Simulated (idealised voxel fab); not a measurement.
process module | voxel fin reveal
cross-section cut | 185 nm wide | cells 5 nm
A cross-section is a grid of square cells, given in bands from the top down. A band is one or more rows of cells.
Each band's line starts with the height of the band's top and of its bottom, in nm. Then come its materials from left to right, each with its width in nm. One material with "throughout" fills the band from edge to edge. "air" is empty space.
Height 0 is the level under which the wafer as received is all one material. The lowest band goes on downwards, as in "0 down".
A width such as "30 to 40" changes by the same amount from each row of cells to the next, from the band's top row to its bottom row.
"no change" after a step means that no cell of the cross-section changed.
closed voids: empty space of 8 cells or more with no open way to the top, each as width x height at its distance from the left edge, in nm
after a step's settings: what the simulator itself notes on the step
overlay nm, on a step with a mask: how far to the right of its planned place the mask lay; to the left if negative
plan
1 op RECEIVE | material Si
2 op CONFORMAL_DEP | material SiN | thk nm 5
3 op MASKED_ETCH | tone cover | mask id FINS | width nm 15 | pitch nm 45 | etch materials SiN | depth nm 5 | overlay nm 0
4 op MASKED_ETCH | tone cover | mask id FINS | width nm 15 | pitch nm 45 | etch materials Si | depth nm 40 | overlay nm 0
5 op OXIDIZE | depth nm 5
6 op FILL_DEP | material SiO2 | thk nm 5
7 op CMP | height nm -5
8 op SELECTIVE_ETCH | etch materials SiO2 | depth nm 25
9 op STRIP | etch materials SiN
varied across the wafers: height nm of step 7. The plan shows the first wafer's value. All wafers start alike
first wafer as received, after step 1
  0 down: Si throughout
  closed voids: none
first wafer at the end, after step 9
  -5 to -30: air 20 | Si 5 | air 40 | Si 5 | air 40 | Si 5 | air 40 | Si 5 | air 25
  -30 to -45: SiO2 20 | Si 5 | SiO2 40 | Si 5 | SiO2 40 | Si 5 | SiO2 40 | Si 5 | SiO2 25
  -45 down: Si throughout
  closed voids: none
last wafer at the end
  0 to -15: air 20 | Si 5 | air 40 | Si 5 | air 40 | Si 5 | air 40 | Si 5 | air 25
  -15 to -45: SiO2 20 | Si 5 | SiO2 40 | Si 5 | SiO2 40 | Si 5 | SiO2 40 | Si 5 | SiO2 25
  -45 down: Si throughout
  closed voids: none
each wafer at the end: cells of each material gained (+) or lost (-) since it was received, then its closed voids
height nm -5 | -301 Si | +99 SiO2 | closed voids: none
height nm 0 | -297 Si | +132 SiO2 | closed voids: none
height nm 5 | -297 Si | +165 SiO2 | closed voids: none
height nm 10 | -297 Si | +198 SiO2 | closed voids: none
